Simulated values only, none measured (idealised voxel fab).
Process module heading - voxel self aligned vias
It is cross-section cut that appears here, measuring 180 nm in width, its square cells being 5 nm in size.
Cross-section spec: square-cell grid; bands listed top down; each band is one or more rows.
Heights first: top, then bottom, in nm. Then materials, left to right, each with a width in nm. "all across" on a single material: fills the band edge to edge. "empty": empty space.
Height 0 is the level under which the wafer as received is all one material. The lowest band goes on downwards, as in "0 down".
It should be noted that a width expressed as "30 to 40" varies in equal increments from row to row of cells within the band, taking the value of the first number at the top row and that of the second number at the bottom row.
Basically "stayed the same" means that step didn't change any cell in the cross-section.
Basically, "Closed internal cavities" tells you about the enclosed voids: empty spaces with no open way to the top, 8 cells or bigger, each written width x height at distance, where distance is from the left edge, all in nm.
Step line, after settings: the simulator's comment on this step.
The setting "overlay nm" may be written on the line of a step. When the step uses a mask, the value reports how far to the right of the planned place the mask lay, and a negative value reports that it lay to the left.
# Intended process steps
1,RECEIVE,material Si
2,CONFORMAL_DEP,material SiO2,thk nm 10
3,CONFORMAL_DEP,material SiCN,thk nm 5
4,DIRECTIONAL_DEP,material lowk,thk nm 25
5,DIRECTIONAL_DEP,material aC,thk nm 15
6,PATTERN,tone open,mask id LINES,material resist,width nm 30,pitch nm 55,thk nm 30,overlay nm -15
7,DIRECTIONAL_ETCH,etch materials aC,depth nm 15
8,STRIP,etch materials resist
9,DIRECTIONAL_ETCH,etch materials lowk,depth nm 25
10,STRIP,etch materials aC
11,CONFORMAL_DEP,material TiN,thk nm 5
12,FILL_DEP,material Ru,thk nm 5
13,CMP,height nm 40
14,SELECTIVE_ETCH,etch materials W Ru TiN,depth nm 10
15,FILL_DEP,material SiN,thk nm 5
16,CMP,height nm 40
17,DIRECTIONAL_DEP,material lowk,thk nm 20
18,DIRECTIONAL_DEP,material aC,thk nm 10
19,PATTERN,tone open,mask id VIAS,material resist,width nm 40,pitch nm 55,thk nm 30,overlay nm 0
20,DIRECTIONAL_ETCH,etch materials aC,depth nm 10
21,STRIP,etch materials resist
22,DIRECTIONAL_ETCH,etch materials lowk,depth nm 20
23,DIRECTIONAL_ETCH,etch materials SiN,depth nm 10
24,STRIP,etch materials aC
25,CONFORMAL_DEP,material TiN,thk nm 5
26,FILL_DEP,material Cu,thk nm 5
27,CMP,height nm 60
28,CONFORMAL_DEP,material SiCN,thk nm 5
All wafers enter the flow in the same state. The overlay nm at step 6 differs from wafer to wafer, and the plan gives the value for the first wafer.
# As-received cross-section, first of several wafers, post step 1
* 0 down | Si all across
* Closed internal cavities: none
# Gained (+) or lost (-) cells of each material since receipt, then closed voids: one row per wafer, at the end of the module
overlay nm -15; +44 Cu; +16 Ru; +72 SiCN; +8 SiN; +72 SiO2; +56 TiN; +200 lowk; Closed internal cavities: none
overlay nm -10; +48 Cu; +16 Ru; +72 SiCN; +4 SiN; +72 SiO2; +56 TiN; +200 lowk; Closed internal cavities: none
overlay nm -5; +52 Cu; +16 Ru; +72 SiCN; +72 SiO2; +56 TiN; +200 lowk; Closed internal cavities: none
overlay nm 0; +52 Cu; +16 Ru; +72 SiCN; +72 SiO2; +56 TiN; +200 lowk; Closed internal cavities: none
overlay nm 5; +52 Cu; +16 Ru; +72 SiCN; +72 SiO2; +56 TiN; +200 lowk; Closed internal cavities: none
overlay nm 10; +48 Cu; +16 Ru; +72 SiCN; +4 SiN; +72 SiO2; +56 TiN; +200 lowk; Closed internal cavities: none
overlay nm 15; +44 Cu; +16 Ru; +72 SiCN; +8 SiN; +72 SiO2; +56 TiN; +200 lowk; Closed internal cavities: none
